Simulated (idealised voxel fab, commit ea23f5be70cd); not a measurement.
The process module that follows is named voxel wiring stack.
Pictured: cross-section cut, 140 nm wide, on a grid of 5 nm square cells.
We lay out every cross-section as a grid of square cells and spell it out in bands from the top down, where one band means one or more rows of cells.
Quick guide to a band line: top height, bottom height (nm) up front; then every material left to right with its width in nm. Only one material and it's marked "everywhere"? Then it fills the band edge to edge. And "blank" just means empty space.
It should be noted that heights are counted from 0, beneath which the wafer as supplied is of one material throughout, and that the lowest band possesses no lower boundary but continues downward, as written in "0 -> down".
Read "30->40" as a graded width: first number on top, second number at the bottom, same change between each pair of neighbouring rows.
"identical to before" after a step means that no cell of the cross-section changed.
So "Closed void inventory" is basically the list of trapped voids: any empty space of 8 cells or more that can't reach the top through an opening. They're written width x height at distance, the distance being from the left edge, and it's all nm.
Formally, on a step line, whatever follows the settings is a remark that the simulator itself makes on the step.
The optional step-line setting "overlay nm" applies to steps with a mask and quantifies how far to the right of its planned location the mask lay, a negative value indicating leftward placement.

-- Here's what the planned process steps look like
1) RECEIVE: material Si
2) CONFORMAL_DEP: material SiO2, thk nm 10
3) DIRECTIONAL_DEP: material TiN, thk nm 5
4) DIRECTIONAL_DEP: material W, thk nm 20
5) PATTERN: tone cover, mask id METAL_1, material resist, width nm 25, pitch nm 55, thk nm 15, overlay nm 0
6) DIRECTIONAL_ETCH: etch materials W, depth nm 20
7) DIRECTIONAL_ETCH: etch materials TiN, depth nm 5
8) STRIP: etch materials resist
9) CONFORMAL_DEP: material SiCN, thk nm 5
10) FILL_DEP: material lowk, thk nm 5
11) CMP: height nm 35
12) CONFORMAL_DEP: material SiCN, thk nm 5
13) DIRECTIONAL_DEP: material lowk, thk nm 20
14) PATTERN: tone open, mask id PLUG_1, material resist, width nm 15, pitch nm 55, thk nm 15, overlay nm 0
15) DIRECTIONAL_ETCH: etch materials lowk, depth nm 20
16) DIRECTIONAL_ETCH: etch materials SiCN, depth nm 5
17) STRIP: etch materials resist
18) CONFORMAL_DEP: material TiN, thk nm 5
19) FILL_DEP: material Cu, thk nm 5
20) CMP: height nm 60
21) DIRECTIONAL_DEP: material TiN, thk nm 5
22) DIRECTIONAL_DEP: material Ru, thk nm 20
23) PATTERN: tone cover, mask id METAL_2, material resist, width nm 25, pitch nm 55, thk nm 20, overlay nm 0
24) DIRECTIONAL_ETCH: etch materials Ru, depth nm 20
25) DIRECTIONAL_ETCH: etch materials TiN, depth nm 5
26) STRIP: etch materials resist
27) CONFORMAL_DEP: material SiCN, thk nm 5
28) FILL_DEP: material SiO2, thk nm 10
29) CMP: height nm 85
30) CONFORMAL_DEP: material SiCN, thk nm 5
31) DIRECTIONAL_DEP: material lowk, thk nm 35
32) DIRECTIONAL_DEP: material aC, thk nm 10
33) PATTERN: tone open, mask id METAL_3_HOLES, material resist, width nm 15, thk nm 25, overlay nm 0
34) DIRECTIONAL_ETCH: etch materials aC, depth nm 10
35) STRIP: etch materials resist
36) DIRECTIONAL_ETCH: etch materials lowk, depth nm 35
37) STRIP: etch materials aC
38) PATTERN: tone open, mask id METAL_3, material resist, width nm 25, pitch nm 55, thk nm 15, overlay nm 0
39) DIRECTIONAL_ETCH: etch materials lowk, depth nm 20
40) DIRECTIONAL_ETCH: etch materials SiCN, depth nm 5
41) STRIP: etch materials resist
42) CONFORMAL_DEP: material TiN, thk nm 5
43) FILL_DEP: material Cu, thk nm 10
44) CMP: height nm 125
45) CONFORMAL_DEP: material SiCN, thk nm 5

-- Wafer at receipt (post step 1), cross-section
  0 -> down: Si everywhere
  Closed void inventory: none

-- Result of the module, cross-sectioned: start per above, plan per above, one error in how it was run
  130 -> 125: SiCN everywhere
  125 -> 110: lowk (30), TiN (5), Cu (15), TiN (5), lowk (30), TiN (5), Cu (15), TiN (5), lowk (30)
  110 -> 105: lowk (30), TiN (5), Cu (5), TiN (15), lowk (30), TiN (25), lowk (30)
  105 -> 90: lowk (30), TiN (5), Cu (5), TiN (5), lowk (95)
  90 -> 85: SiCN (30), TiN (15), SiCN (95)
  85 -> 65: SiO2 (25), SiCN (5), Ru (25), SiCN (5), SiO2 (20), SiCN (5), Ru (25), SiCN (5), SiO2 (25)
  65 -> 60: SiCN (30), TiN (25), SiCN (30), TiN (25), SiCN (30)
  60 -> 40: lowk (30), TiN (5), Cu (5), TiN (5), lowk (40), TiN (5), Cu (5), TiN (5), lowk (40)
  40 -> 35: SiCN (30), TiN (15), SiCN (40), TiN (15), SiCN (40)
  35 -> 30: lowk everywhere
  30 -> 25: lowk (25), SiCN (35), lowk (20), SiCN (35), lowk (25)
  25 -> 5: lowk (25), SiCN (5), W (25), SiCN (5), lowk (20), SiCN (5), W (25), SiCN (5), lowk (25)
  5 -> 0: SiCN (30), TiN (25), SiCN (30), TiN (25), SiCN (30)
  0 -> down: Si everywhere
  Closed void inventory: none
The plan and the run diverged here: the run left out plan step 2 entirely, so it was never executed
